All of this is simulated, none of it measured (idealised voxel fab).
Presented below is a process module, voxel capacitor over wiring.
Square cell edge 5 nm, section width 185 nm, ID cut.
Cross-section spec: square-cell grid; bands listed top down; each band is one or more rows.
Quick guide to a band line: top height, bottom height (nm) up front; then every material left to right with its width in nm. Only one material and it's marked "everywhere"? Then it fills the band edge to edge. And "empty" just means empty space.
All heights in this document are referenced to 0, defined as the level beneath which the wafer, as received, consists entirely of one material. The lowest band is not bounded below; it extends indefinitely downward and is written in the form "0 and below".
The width entry "30..40" should be interpreted row by row: the top row of cells in the band takes the first number, the bottom row takes the second number, and the change between adjacent rows is uniform throughout.
When a step is marked "no change", none of the cells in the cross-section changed during that step.
Closed void register: empty space of 8 cells or more with no open way to the top, each as width x height at its distance from the left edge, in nm
Past the settings on a step's line: simulator remark, on that step.
overlay nm: mask offset rightward from planned place, masked step; negative means leftward offset.
Quick note on how to read the rest: it's all pairs. You get the cross-section before a process step and the one after, but the after one only goes down as far as the lowest band that changed. The step in between, with its settings, sits under the pair. Heads up, the pairs can come from different runs of this module on the same starting wafer, so don't assume a pair picks up from the one above unless its "Preceding state" entry says it does.

PRECEDING STATE
  0 and below = Si everywhere
  Closed void register: none

STEP RESULT
  10 down to 0 = SiO2 everywhere
  Under the height 0 nothing was changed.
  Closed void register: none
The step that takes the structure from the upper cross-section to the lower one is CONFORMAL_DEP [material SiO2] [thk nm 10]

Preceding state: just use the after drawing of the pair above as your starting point.

STEP RESULT
  15 down to 10 = SiCN everywhere
  Under the height 10 nothing was changed.
  Closed void register: none
The step that takes the structure from the upper cross-section to the lower one is CONFORMAL_DEP [material SiCN] [thk nm 5]

Preceding state: just use the after drawing of the pair above as your starting point.

STEP RESULT
  30 down to 15 = lowk everywhere
  Under the height 15 nothing was changed.
  Closed void register: none
The step that takes the structure from the upper cross-section to the lower one is DIRECTIONAL_DEP [material lowk] [thk nm 15]

Preceding state: just use the after drawing of the pair above as your starting point.

STEP RESULT
  30 down to 15 = lowk (35) | empty (30) | lowk (55) | empty (30) | lowk (35)
  Under the height 15 nothing was changed.
  Closed void register: none
The step that takes the structure from the upper cross-section to the lower one is MASKED_ETCH [tone open] [mask id METAL_1] [width nm 30] [pitch nm 85] [etch materials lowk] [depth nm 15] [overlay nm 0]

Preceding state: just use the after drawing of the pair above as your starting point.

STEP RESULT
  30 down to 15 = lowk (35) | empty (30) | lowk (55) | empty (30) | lowk (35)
  15 down to 10 = SiCN (35) | empty (30) | SiCN (55) | empty (30) | SiCN (35)
  Under the height 10 nothing was changed.
  Closed void register: none
The step that takes the structure from the upper cross-section to the lower one is MASKED_ETCH [tone open] [mask id METAL_1] [width nm 30] [pitch nm 85] [etch materials SiCN] [depth nm 5] [overlay nm 0]

Preceding state: just use the after drawing of the pair above as your starting point.

STEP RESULT
  35 down to 30 = TiN (40) | empty (20) | TiN (65) | empty (20) | TiN (40)
  30 down to 15 = lowk (35) | TiN (5) | empty (20) | TiN (5) | lowk (55) | TiN (5) | empty (20) | TiN (5) | lowk (35)
  15 down to 10 = SiCN (35) | TiN (30) | SiCN (55) | TiN (30) | SiCN (35)
  Under the height 10 nothing was changed.
  Closed void register: none
The step that takes the structure from the upper cross-section to the lower one is CONFORMAL_DEP [material TiN] [thk nm 5]

Preceding state: just use the after drawing of the pair above as your starting point.

STEP RESULT
  40 down to 35 = Cu everywhere
  35 down to 30 = TiN (40) | Cu (20) | TiN (65) | Cu (20) | TiN (40)
  30 down to 15 = lowk (35) | TiN (5) | Cu (20) | TiN (5) | lowk (55) | TiN (5) | Cu (20) | TiN (5) | lowk (35)
  Under the height 15 nothing was changed.
  Closed void register: none
The step that takes the structure from the upper cross-section to the lower one is FILL_DEP [material Cu] [thk nm 5]

Preceding state: just use the after drawing of the pair above as your starting point.

STEP RESULT
  30 down to 15 = lowk (35) | TiN (5) | Cu (20) | TiN (5) | lowk (55) | TiN (5) | Cu (20) | TiN (5) | lowk (35)
  Under the height 15 nothing was changed.
  Closed void register: none
The step that takes the structure from the upper cross-section to the lower one is CMP [height nm 30]

Preceding state: just use the after drawing of the pair above as your starting point.

STEP RESULT
  35 down to 30 = SiCN everywhere
  Under the height 30 nothing was changed.
  Closed void register: none
The step that takes the structure from the upper cross-section to the lower one is CONFORMAL_DEP [material SiCN] [thk nm 5]

Preceding state: just use the after drawing of the pair above as your starting point.

STEP RESULT
  45 down to 35 = SiO2 everywhere
  Under the height 35 nothing was changed.
  Closed void register: none
The step that takes the structure from the upper cross-section to the lower one is DIRECTIONAL_DEP [material SiO2] [thk nm 10]

Preceding state: just use the after drawing of the pair above as your starting point.

STEP RESULT
  65 down to 45 = resist (50) | empty (15) | resist (120)
  Under the height 45 nothing was changed.
  Closed void register: none
The step that takes the structure from the upper cross-section to the lower one is PATTERN [tone open] [mask id PLUG_1] [material resist] [width nm 15] [thk nm 20] [overlay nm 0]

Preceding state: just use the after drawing of the pair above as your starting point.

STEP RESULT
  65 down to 45 = resist (50) | empty (15) | resist (120)
  45 down to 35 = SiO2 (50) | empty (15) | SiO2 (120)
  Under the height 35 nothing was changed.
  Closed void register: none
The step that takes the structure from the upper cross-section to the lower one is DIRECTIONAL_ETCH [etch materials SiO2] [depth nm 10]

Preceding state: just use the after drawing of the pair above as your starting point.

STEP RESULT
  65 down to 45 = resist (50) | empty (15) | resist (120)
  45 down to 35 = SiO2 (50) | empty (15) | SiO2 (120)
  35 down to 30 = SiCN (50) | empty (15) | SiCN (120)
  Under the height 30 nothing was changed.
  Closed void register: none
The step that takes the structure from the upper cross-section to the lower one is DIRECTIONAL_ETCH [etch materials SiCN] [depth nm 5]

Preceding state: just use the after drawing of the pair above as your starting point.

STEP RESULT
  45 down to 35 = SiO2 (50) | empty (15) | SiO2 (120)
  Under the height 35 nothing was changed.
  Closed void register: none
The step that takes the structure from the upper cross-section to the lower one is STRIP [etch materials resist]

Preceding state: just use the after drawing of the pair above as your starting point.

STEP RESULT
  50 down to 45 = TiN (55) | empty (5) | TiN (125)
  45 down to 35 = SiO2 (50) | TiN (5) | empty (5) | TiN (5) | SiO2 (120)
  35 down to 30 = SiCN (50) | TiN (15) | SiCN (120)
  Under the height 30 nothing was changed.
  Closed void register: none
The step that takes the structure from the upper cross-section to the lower one is CONFORMAL_DEP [material TiN] [thk nm 5]

Preceding state: just use the after drawing of the pair above as your starting point.

STEP RESULT
  55 down to 50 = Cu everywhere
  50 down to 45 = TiN (55) | Cu (5) | TiN (125)
  45 down to 35 = SiO2 (50) | TiN (5) | Cu (5) | TiN (5) | SiO2 (120)
  Under the height 35 nothing was changed.
  Closed void register: none
The step that takes the structure from the upper cross-section to the lower one is FILL_DEP [material Cu] [thk nm 5]

Preceding state: just use the after drawing of the pair above as your starting point.

STEP RESULT
  45 down to 35 = SiO2 (50) | TiN (5) | Cu (5) | TiN (5) | SiO2 (120)
  Under the height 35 nothing was changed.
  Closed void register: none
The step that takes the structure from the upper cross-section to the lower one is CMP [height nm 45]

Preceding state: just use the after drawing of the pair above as your starting point.

STEP RESULT
  50 down to 45 = TiN everywhere
  Under the height 45 nothing was changed.
  Closed void register: none
The step that takes the structure from the upper cross-section to the lower one is DIRECTIONAL_DEP [material TiN] [thk nm 5]

Preceding state: just use the after drawing of the pair above as your starting point.

STEP RESULT
  55 down to 50 = SiN everywhere
  Under the height 50 nothing was changed.
  Closed void register: none
The step that takes the structure from the upper cross-section to the lower one is DIRECTIONAL_DEP [material SiN] [thk nm 5]

Preceding state: just use the after drawing of the pair above as your starting point.

STEP RESULT
  60 down to 55 = TiN everywhere
  Under the height 55 nothing was changed.
  Closed void register: none
The step that takes the structure from the upper cross-section to the lower one is DIRECTIONAL_DEP [material TiN] [thk nm 5]

Preceding state: just use the after drawing of the pair above as your starting point.

STEP RESULT
  80 down to 60 = empty (50) | resist (60) | empty (75)
  Under the height 60 nothing was changed.
  Closed void register: none
The step that takes the structure from the upper cross-section to the lower one is PATTERN [tone cover] [mask id UPPER_PLATE] [material resist] [width nm 60] [thk nm 20] [overlay nm 0]

Preceding state: just use the after drawing of the pair above as your starting point.

STEP RESULT
  80 down to 60 = empty (50) | resist (60) | empty (75)
  60 down to 55 = empty (50) | TiN (60) | empty (75)
  Under the height 55 nothing was changed.
  Closed void register: none
The step that takes the structure from the upper cross-section to the lower one is DIRECTIONAL_ETCH [etch materials TiN] [depth nm 5]

Preceding state: just use the after drawing of the pair above as your starting point.

STEP RESULT
  80 down to 60 = empty (50) | resist (60) | empty (75)
  60 down to 55 = empty (50) | TiN (60) | empty (75)
  55 down to 50 = empty (50) | SiN (60) | empty (75)
  Under the height 50 nothing was changed.
  Closed void register: none
The step that takes the structure from the upper cross-section to the lower one is DIRECTIONAL_ETCH [etch materials SiN] [depth nm 5]

Preceding state: just use the after drawing of the pair above as your starting point.

STEP RESULT
  60 down to 55 = empty (50) | TiN (60) | empty (75)
  Under the height 55 nothing was changed.
  Closed void register: none
The step that takes the structure from the upper cross-section to the lower one is STRIP [etch materials resist]

Preceding state: just use the after drawing of the pair above as your starting point.

STEP RESULT
  80 down to 60 = empty (45) | resist (70) | empty (70)
  60 down to 55 = empty (45) | resist (5) | TiN (60) | resist (5) | empty (70)
  55 down to 50 = empty (45) | resist (5) | SiN (60) | resist (5) | empty (70)
  Under the height 50 nothing was changed.
  Closed void register: none
The step that takes the structure from the upper cross-section to the lower one is PATTERN [tone cover] [mask id LOWER_PLATE] [material resist] [width nm 70] [thk nm 20] [overlay nm 0]

Preceding state: just use the after drawing of the pair above as your starting point.

STEP RESULT
  80 down to 60 = empty (45) | resist (70) | empty (70)
  60 down to 55 = empty (45) | resist (5) | TiN (60) | resist (5) | empty (70)
  55 down to 50 = empty (45) | resist (5) | SiN (60) | resist (5) | empty (70)
  50 down to 45 = empty (45) | TiN (70) | empty (70)
  Under the height 45 nothing was changed.
  Closed void register: none
The step that takes the structure from the upper cross-section to the lower one is DIRECTIONAL_ETCH [etch materials TiN] [depth nm 5]

Preceding state: just use the after drawing of the pair above as your starting point.

STEP RESULT
  60 down to 55 = empty (50) | TiN (60) | empty (75)
  55 down to 50 = empty (50) | SiN (60) | empty (75)
  Under the height 50 nothing was changed.
  Closed void register: none
The step that takes the structure from the upper cross-section to the lower one is STRIP [etch materials resist]

Preceding state: just use the after drawing of the pair above as your starting point.

STEP RESULT
  80 down to 60 = SiO2 everywhere
  60 down to 55 = SiO2 (50) | TiN (60) | SiO2 (75)
  55 down to 50 = SiO2 (50) | SiN (60) | SiO2 (75)
  50 down to 45 = SiO2 (45) | TiN (70) | SiO2 (70)
  Under the height 45 nothing was changed.
  Closed void register: none
The step that takes the structure from the upper cross-section to the lower one is FILL_DEP [material SiO2] [thk nm 20]

Preceding state: just use the after drawing of the pair above as your starting point.

STEP RESULT
  75 down to 60 = SiO2 everywhere
  Under the height 60 nothing was changed.
  Closed void register: none
The step that takes the structure from the upper cross-section to the lower one is CMP [height nm 75]

Preceding state: just use the after drawing of the pair above as your starting point.

STEP RESULT
  75 down to 60 = SiO2 (60) | empty (15) | SiO2 (110)
  Under the height 60 nothing was changed.
  Closed void register: none
The step that takes the structure from the upper cross-section to the lower one is MASKED_ETCH [tone open] [mask id PLUG_2] [width nm 15] [etch materials SiO2] [depth nm 15] [overlay nm 0]

Preceding state: just use the after drawing of the pair above as your starting point.

STEP RESULT
  80 down to 75 = TiN (65) | empty (5) | TiN (115)
  75 down to 65 = SiO2 (60) | TiN (5) | empty (5) | TiN (5) | SiO2 (110)
  65 down to 55 = SiO2 (60..50) | TiN (15..60) | SiO2 (110..75)
  Under the height 55 nothing was changed.
  Closed void register: none
The step that takes the structure from the upper cross-section to the lower one is CONFORMAL_DEP [material TiN] [thk nm 5]

Preceding state: just use the after drawing of the pair above as your starting point.

STEP RESULT
  85 down to 80 = Ru everywhere
  80 down to 75 = TiN (65) | Ru (5) | TiN (115)
  75 down to 65 = SiO2 (60) | TiN (5) | Ru (5) | TiN (5) | SiO2 (110)
  Under the height 65 nothing was changed.
  Closed void register: none
The step that takes the structure from the upper cross-section to the lower one is FILL_DEP [material Ru] [thk nm 5]

Preceding state: just use the after drawing of the pair above as your starting point.

STEP RESULT
  75 down to 65 = SiO2 (60) | TiN (5) | Ru (5) | TiN (5) | SiO2 (110)
  Under the height 65 nothing was changed.
  Closed void register: none
The step that takes the structure from the upper cross-section to the lower one is CMP [height nm 75]

Preceding state: just use the after drawing of the pair above as your starting point.

STEP RESULT
  80 down to 75 = SiCN everywhere
  Under the height 75 nothing was changed.
  Closed void register: none
The step that takes the structure from the upper cross-section to the lower one is CONFORMAL_DEP [material SiCN] [thk nm 5]

PRECEDING STATE
  0 and below = Si everywhere
  Closed void register: none

STEP RESULT
  5 down to 0 = SiCN everywhere
  Under the height 0 nothing was changed.
  Closed void register: none
The step that takes the structure from the upper cross-section to the lower one is CONFORMAL_DEP [material SiCN] [thk nm 5]

Preceding state: just use the after drawing of the pair above as your starting point.

STEP RESULT
  20 down to 5 = lowk everywhere
  Under the height 5 nothing was changed.
  Closed void register: none
The step that takes the structure from the upper cross-section to the lower one is DIRECTIONAL_DEP [material lowk] [thk nm 15]

Preceding state: just use the after drawing of the pair above as your starting point.

STEP RESULT
  20 down to 5 = lowk (35) | empty (30) | lowk (55) | empty (30) | lowk (35)
  Under the height 5 nothing was changed.
  Closed void register: none
The step that takes the structure from the upper cross-section to the lower one is MASKED_ETCH [tone open] [mask id METAL_1] [width nm 30] [pitch nm 85] [etch materials lowk] [depth nm 15] [overlay nm 0]

Preceding state: just use the after drawing of the pair above as your starting point.

STEP RESULT
  20 down to 5 = lowk (35) | empty (30) | lowk (55) | empty (30) | lowk (35)
  5 down to 0 = SiCN (35) | empty (30) | SiCN (55) | empty (30) | SiCN (35)
  Under the height 0 nothing was changed.
  Closed void register: none
The step that takes the structure from the upper cross-section to the lower one is MASKED_ETCH [tone open] [mask id METAL_1] [width nm 30] [pitch nm 85] [etch materials SiCN] [depth nm 5] [overlay nm 0]

Preceding state: just use the after drawing of the pair above as your starting point.

STEP RESULT
  25 down to 20 = TiN (40) | empty (20) | TiN (65) | empty (20) | TiN (40)
  20 down to 5 = lowk (35) | TiN (5) | empty (20) | TiN (5) | lowk (55) | TiN (5) | empty (20) | TiN (5) | lowk (35)
  5 down to 0 = SiCN (35) | TiN (30) | SiCN (55) | TiN (30) | SiCN (35)
  Under the height 0 nothing was changed.
  Closed void register: none
The step that takes the structure from the upper cross-section to the lower one is CONFORMAL_DEP [material TiN] [thk nm 5]

Preceding state: just use the after drawing of the pair above as your starting point.

STEP RESULT
  30 down to 25 = Cu everywhere
  25 down to 20 = TiN (40) | Cu (20) | TiN (65) | Cu (20) | TiN (40)
  20 down to 5 = lowk (35) | TiN (5) | Cu (20) | TiN (5) | lowk (55) | TiN (5) | Cu (20) | TiN (5) | lowk (35)
  Under the height 5 nothing was changed.
  Closed void register: none
The step that takes the structure from the upper cross-section to the lower one is FILL_DEP [material Cu] [thk nm 5]

Preceding state: just use the after drawing of the pair above as your starting point.

STEP RESULT
  35 down to 30 = SiCN everywhere
  Under the height 30 nothing was changed.
  Closed void register: none
The step that takes the structure from the upper cross-section to the lower one is CONFORMAL_DEP [material SiCN] [thk nm 5]

Preceding state: just use the after drawing of the pair above as your starting point.

STEP RESULT
  45 down to 35 = SiO2 everywhere
  Under the height 35 nothing was changed.
  Closed void register: none
The step that takes the structure from the upper cross-section to the lower one is DIRECTIONAL_DEP [material SiO2] [thk nm 10]

Preceding state: just use the after drawing of the pair above as your starting point.

STEP RESULT
  65 down to 45 = resist (50) | empty (15) | resist (120)
  Under the height 45 nothing was changed.
  Closed void register: none
The step that takes the structure from the upper cross-section to the lower one is PATTERN [tone open] [mask id PLUG_1] [material resist] [width nm 15] [thk nm 20] [overlay nm 0]

Preceding state: just use the after drawing of the pair above as your starting point.

STEP RESULT
  65 down to 45 = resist (50) | empty (15) | resist (120)
  45 down to 35 = SiO2 (50) | empty (15) | SiO2 (120)
  Under the height 35 nothing was changed.
  Closed void register: none
The step that takes the structure from the upper cross-section to the lower one is DIRECTIONAL_ETCH [etch materials SiO2] [depth nm 10]

Preceding state: just use the after drawing of the pair above as your starting point.

STEP RESULT
  65 down to 45 = resist (50) | empty (15) | resist (120)
  45 down to 35 = SiO2 (50) | empty (15) | SiO2 (120)
  35 down to 30 = SiCN (50) | empty (15) | SiCN (120)
  Under the height 30 nothing was changed.
  Closed void register: none
The step that takes the structure from the upper cross-section to the lower one is DIRECTIONAL_ETCH [etch materials SiCN] [depth nm 5]

Preceding state: just use the after drawing of the pair above as your starting point.

STEP RESULT
  45 down to 35 = SiO2 (50) | empty (15) | SiO2 (120)
  Under the height 35 nothing was changed.
  Closed void register: none
The step that takes the structure from the upper cross-section to the lower one is STRIP [etch materials resist]

Preceding state: just use the after drawing of the pair above as your starting point.

STEP RESULT
  50 down to 45 = TiN (55) | empty (5) | TiN (125)
  45 down to 35 = SiO2 (50) | TiN (5) | empty (5) | TiN (5) | SiO2 (120)
  35 down to 30 = SiCN (50) | TiN (15) | SiCN (120)
  Under the height 30 nothing was changed.
  Closed void register: none
The step that takes the structure from the upper cross-section to the lower one is CONFORMAL_DEP [material TiN] [thk nm 5]

Preceding state: just use the after drawing of the pair above as your starting point.

STEP RESULT
  55 down to 50 = Cu everywhere
  50 down to 45 = TiN (55) | Cu (5) | TiN (125)
  45 down to 35 = SiO2 (50) | TiN (5) | Cu (5) | TiN (5) | SiO2 (120)
  Under the height 35 nothing was changed.
  Closed void register: none
The step that takes the structure from the upper cross-section to the lower one is FILL_DEP [material Cu] [thk nm 5]

Preceding state: just use the after drawing of the pair above as your starting point.

STEP RESULT
  45 down to 35 = SiO2 (50) | TiN (5) | Cu (5) | TiN (5) | SiO2 (120)
  Under the height 35 nothing was changed.
  Closed void register: none
The step that takes the structure from the upper cross-section to the lower one is CMP [height nm 45]

Preceding state: just use the after drawing of the pair above as your starting point.

STEP RESULT
  50 down to 45 = TiN everywhere
  Under the height 45 nothing was changed.
  Closed void register: none
The step that takes the structure from the upper cross-section to the lower one is DIRECTIONAL_DEP [material TiN] [thk nm 5]

Preceding state: just use the after drawing of the pair above as your starting point.

STEP RESULT
  55 down to 50 = SiN everywhere
  Under the height 50 nothing was changed.
  Closed void register: none
The step that takes the structure from the upper cross-section to the lower one is DIRECTIONAL_DEP [material SiN] [thk nm 5]

Preceding state: just use the after drawing of the pair above as your starting point.

STEP RESULT
  60 down to 55 = TiN everywhere
  Under the height 55 nothing was changed.
  Closed void register: none
The step that takes the structure from the upper cross-section to the lower one is DIRECTIONAL_DEP [material TiN] [thk nm 5]

Preceding state: just use the after drawing of the pair above as your starting point.

STEP RESULT
  80 down to 60 = empty (50) | resist (60) | empty (75)
  Under the height 60 nothing was changed.
  Closed void register: none
The step that takes the structure from the upper cross-section to the lower one is PATTERN [tone cover] [mask id UPPER_PLATE] [material resist] [width nm 60] [thk nm 20] [overlay nm 0]

Preceding state: just use the after drawing of the pair above as your starting point.

STEP RESULT
  80 down to 60 = empty (50) | resist (60) | empty (75)
  60 down to 55 = empty (50) | TiN (60) | empty (75)
  Under the height 55 nothing was changed.
  Closed void register: none
The step that takes the structure from the upper cross-section to the lower one is DIRECTIONAL_ETCH [etch materials TiN] [depth nm 5]

Preceding state: just use the after drawing of the pair above as your starting point.

STEP RESULT
  80 down to 60 = empty (50) | resist (60) | empty (75)
  60 down to 55 = empty (50) | TiN (60) | empty (75)
  55 down to 50 = empty (50) | SiN (60) | empty (75)
  Under the height 50 nothing was changed.
  Closed void register: none
The step that takes the structure from the upper cross-section to the lower one is DIRECTIONAL_ETCH [etch materials SiN] [depth nm 5]

Preceding state: just use the after drawing of the pair above as your starting point.

STEP RESULT
  60 down to 55 = empty (50) | TiN (60) | empty (75)
  Under the height 55 nothing was changed.
  Closed void register: none
The step that takes the structure from the upper cross-section to the lower one is STRIP [etch materials resist]

Preceding state: just use the after drawing of the pair above as your starting point.

STEP RESULT
  80 down to 60 = empty (45) | resist (70) | empty (70)
  60 down to 55 = empty (45) | resist (5) | TiN (60) | resist (5) | empty (70)
  55 down to 50 = empty (45) | resist (5) | SiN (60) | resist (5) | empty (70)
  Under the height 50 nothing was changed.
  Closed void register: none
The step that takes the structure from the upper cross-section to the lower one is PATTERN [tone cover] [mask id LOWER_PLATE] [material resist] [width nm 70] [thk nm 20] [overlay nm 0]

Preceding state: just use the after drawing of the pair above as your starting point.

STEP RESULT
  80 down to 60 = empty (45) | resist (70) | empty (70)
  60 down to 55 = empty (45) | resist (5) | TiN (60) | resist (5) | empty (70)
  55 down to 50 = empty (45) | resist (5) | SiN (60) | resist (5) | empty (70)
  50 down to 45 = empty (45) | TiN (70) | empty (70)
  Under the height 45 nothing was changed.
  Closed void register: none
The step that takes the structure from the upper cross-section to the lower one is DIRECTIONAL_ETCH [etch materials TiN] [depth nm 5]

Preceding state: just use the after drawing of the pair above as your starting point.

STEP RESULT
  60 down to 55 = empty (50) | TiN (60) | empty (75)
  55 down to 50 = empty (50) | SiN (60) | empty (75)
  Under the height 50 nothing was changed.
  Closed void register: none
The step that takes the structure from the upper cross-section to the lower one is STRIP [etch materials resist]

Preceding state: just use the after drawing of the pair above as your starting point.

STEP RESULT
  80 down to 60 = SiO2 everywhere
  60 down to 55 = SiO2 (50) | TiN (60) | SiO2 (75)
  55 down to 50 = SiO2 (50) | SiN (60) | SiO2 (75)
  50 down to 45 = SiO2 (45) | TiN (70) | SiO2 (70)
  Under the height 45 nothing was changed.
  Closed void register: none
The step that takes the structure from the upper cross-section to the lower one is FILL_DEP [material SiO2] [thk nm 20]

Preceding state: just use the after drawing of the pair above as your starting point.

STEP RESULT
  75 down to 60 = SiO2 everywhere
  Under the height 60 nothing was changed.
  Closed void register: none
The step that takes the structure from the upper cross-section to the lower one is CMP [height nm 75]

Preceding state: just use the after drawing of the pair above as your starting point.

STEP RESULT
  75 down to 60 = SiO2 (60) | empty (15) | SiO2 (110)
  Under the height 60 nothing was changed.
  Closed void register: none
The step that takes the structure from the upper cross-section to the lower one is MASKED_ETCH [tone open] [mask id PLUG_2] [width nm 15] [etch materials SiO2] [depth nm 15] [overlay nm 0]

Preceding state: just use the after drawing of the pair above as your starting point.

STEP RESULT
  80 down to 75 = TiN (65) | empty (5) | TiN (115)
  75 down to 65 = SiO2 (60) | TiN (5) | empty (5) | TiN (5) | SiO2 (110)
  65 down to 55 = SiO2 (60..50) | TiN (15..60) | SiO2 (110..75)
  Under the height 55 nothing was changed.
  Closed void register: none
The step that takes the structure from the upper cross-section to the lower one is CONFORMAL_DEP [material TiN] [thk nm 5]

Preceding state: just use the after drawing of the pair above as your starting point.

STEP RESULT
  85 down to 80 = Ru everywhere
  80 down to 75 = TiN (65) | Ru (5) | TiN (115)
  75 down to 65 = SiO2 (60) | TiN (5) | Ru (5) | TiN (5) | SiO2 (110)
  Under the height 65 nothing was changed.
  Closed void register: none
The step that takes the structure from the upper cross-section to the lower one is FILL_DEP [material Ru] [thk nm 5]

Preceding state: just use the after drawing of the pair above as your starting point.

STEP RESULT
  75 down to 65 = SiO2 (60) | TiN (5) | Ru (5) | TiN (5) | SiO2 (110)
  Under the height 65 nothing was changed.
  Closed void register: none
The step that takes the structure from the upper cross-section to the lower one is CMP [height nm 75]

Preceding state: just use the after drawing of the pair above as your starting point.

STEP RESULT
  80 down to 75 = SiCN everywhere
  Under the height 75 nothing was changed.
  Closed void register: none
The step that takes the structure from the upper cross-section to the lower one is CONFORMAL_DEP [material SiCN] [thk nm 5]

PRECEDING STATE
  50 down to 45 = TiN everywhere
  45 down to 35 = SiO2 (50) | TiN (5) | Cu (5) | TiN (5) | SiO2 (120)
  35 down to 30 = SiCN (50) | TiN (15) | SiCN (120)
  30 down to 15 = lowk (35) | TiN (5) | Cu (20) | TiN (5) | lowk (55) | TiN (5) | Cu (20) | TiN (5) | lowk (35)
  15 down to 10 = SiCN (35) | TiN (30) | SiCN (55) | TiN (30) | SiCN (35)
  10 down to 0 = SiO2 everywhere
  0 and below = Si everywhere
  Closed void register: none

STEP RESULT
  55 down to 45 = TiN everywhere
  Under the height 45 nothing was changed.
  Closed void register: none
The step that takes the structure from the upper cross-section to the lower one is DIRECTIONAL_DEP [material TiN] [thk nm 5]

Preceding state: just use the after drawing of the pair above as your starting point.

STEP RESULT
  60 down to 55 = SiN everywhere
  Under the height 55 nothing was changed.
  Closed void register: none
The step that takes the structure from the upper cross-section to the lower one is DIRECTIONAL_DEP [material SiN] [thk nm 5]

Preceding state: just use the after drawing of the pair above as your starting point.

STEP RESULT
  80 down to 60 = empty (50) | resist (60) | empty (75)
  Under the height 60 nothing was changed.
  Closed void register: none
The step that takes the structure from the upper cross-section to the lower one is PATTERN [tone cover] [mask id UPPER_PLATE] [material resist] [width nm 60] [thk nm 20] [overlay nm 0]

Preceding state: just use the after drawing of the pair above as your starting point.

STEP RESULT
  80 down to 60 = empty (50) | resist (60) | empty (75)
  60 down to 55 = empty (50) | SiN (60) | empty (75)
  Under the height 55 nothing was changed.
  Closed void register: none
The step that takes the structure from the upper cross-section to the lower one is DIRECTIONAL_ETCH [etch materials SiN] [depth nm 5]

Preceding state: just use the after drawing of the pair above as your starting point.

STEP RESULT
  60 down to 55 = empty (50) | SiN (60) | empty (75)
  Under the height 55 nothing was changed.
  Closed void register: none
The step that takes the structure from the upper cross-section to the lower one is STRIP [etch materials resist]

Preceding state: just use the after drawing of the pair above as your starting point.

STEP RESULT
  80 down to 60 = empty (45) | resist (70) | empty (70)
  60 down to 55 = empty (45) | resist (5) | SiN (60) | resist (5) | empty (70)
  Under the height 55 nothing was changed.
  Closed void register: none
The step that takes the structure from the upper cross-section to the lower one is PATTERN [tone cover] [mask id LOWER_PLATE] [material resist] [width nm 70] [thk nm 20] [overlay nm 0]

Preceding state: just use the after drawing of the pair above as your starting point.

STEP RESULT
  80 down to 60 = empty (45) | resist (70) | empty (70)
  60 down to 55 = empty (45) | resist (5) | SiN (60) | resist (5) | empty (70)
  55 down to 50 = empty (45) | TiN (70) | empty (70)
  Under the height 50 nothing was changed.
  Closed void register: none
The step that takes the structure from the upper cross-section to the lower one is DIRECTIONAL_ETCH [etch materials TiN] [depth nm 5]

Preceding state: just use the after drawing of the pair above as your starting point.

STEP RESULT
  60 down to 55 = empty (50) | SiN (60) | empty (75)
  Under the height 55 nothing was changed.
  Closed void register: none
The step that takes the structure from the upper cross-section to the lower one is STRIP [etch materials resist]

Preceding state: just use the after drawing of the pair above as your starting point.

STEP RESULT
  80 down to 60 = SiO2 everywhere
  60 down to 55 = SiO2 (50) | SiN (60) | SiO2 (75)
  55 down to 50 = SiO2 (45) | TiN (70) | SiO2 (70)
  Under the height 50 nothing was changed.
  Closed void register: none
The step that takes the structure from the upper cross-section to the lower one is FILL_DEP [material SiO2] [thk nm 20]

Preceding state: just use the after drawing of the pair above as your starting point.

STEP RESULT
  75 down to 60 = SiO2 everywhere
  Under the height 60 nothing was changed.
  Closed void register: none
The step that takes the structure from the upper cross-section to the lower one is CMP [height nm 75]

Preceding state: just use the after drawing of the pair above as your starting point.

STEP RESULT
  75 down to 60 = SiO2 (60) | empty (15) | SiO2 (110)
  Under the height 60 nothing was changed.
  Closed void register: none
The step that takes the structure from the upper cross-section to the lower one is MASKED_ETCH [tone open] [mask id PLUG_2] [width nm 15] [etch materials SiO2] [depth nm 15] [overlay nm 0]

Preceding state: just use the after drawing of the pair above as your starting point.

STEP RESULT
  80 down to 75 = TiN (65) | empty (5) | TiN (115)
  75 down to 65 = SiO2 (60) | TiN (5) | empty (5) | TiN (5) | SiO2 (110)
  65 down to 60 = SiO2 (60) | TiN (15) | SiO2 (110)
  Under the height 60 nothing was changed.
  Closed void register: none
The step that takes the structure from the upper cross-section to the lower one is CONFORMAL_DEP [material TiN] [thk nm 5]

Preceding state: just use the after drawing of the pair above as your starting point.

STEP RESULT
  85 down to 80 = Ru everywhere
  80 down to 75 = TiN (65) | Ru (5) | TiN (115)
  75 down to 65 = SiO2 (60) | TiN (5) | Ru (5) | TiN (5) | SiO2 (110)
  Under the height 65 nothing was changed.
  Closed void register: none
The step that takes the structure from the upper cross-section to the lower one is FILL_DEP [material Ru] [thk nm 5]

Preceding state: just use the after drawing of the pair above as your starting point.

STEP RESULT
  75 down to 65 = SiO2 (60) | TiN (5) | Ru (5) | TiN (5) | SiO2 (110)
  Under the height 65 nothing was changed.
  Closed void register: none
The step that takes the structure from the upper cross-section to the lower one is CMP [height nm 75]

Preceding state: just use the after drawing of the pair above as your starting point.

STEP RESULT
  80 down to 75 = SiCN everywhere
  Under the height 75 nothing was changed.
  Closed void register: none
The step that takes the structure from the upper cross-section to the lower one is CONFORMAL_DEP [material SiCN] [thk nm 5]

PRECEDING STATE
  75 down to 65 = SiO2 (60) | TiN (5) | Ru (5) | TiN (5) | SiO2 (110)
  65 down to 55 = SiO2 (60..50) | TiN (15..60) | SiO2 (110..75)
  55 down to 50 = SiO2 (50) | SiN (60) | SiO2 (75)
  50 down to 45 = SiO2 (45) | TiN (70) | SiO2 (70)
  45 down to 35 = SiO2 (50) | TiN (5) | Cu (5) | TiN (5) | SiO2 (120)
  35 down to 30 = SiCN (50) | TiN (15) | SiCN (120)
  30 down to 15 = lowk (35) | TiN (5) | Cu (20) | TiN (5) | lowk (55) | TiN (5) | Cu (20) | TiN (5) | lowk (35)
  15 down to 10 = SiCN (35) | TiN (30) | SiCN (55) | TiN (30) | SiCN (35)
  10 down to 0 = SiO2 everywhere
  0 and below = Si everywhere
  Closed void register: none

STEP RESULT
  90 down to 75 = SiCN everywhere
  Under the height 75 nothing was changed.
  Closed void register: none
The step that takes the structure from the upper cross-section to the lower one is CONFORMAL_DEP [material SiCN] [thk nm 15]
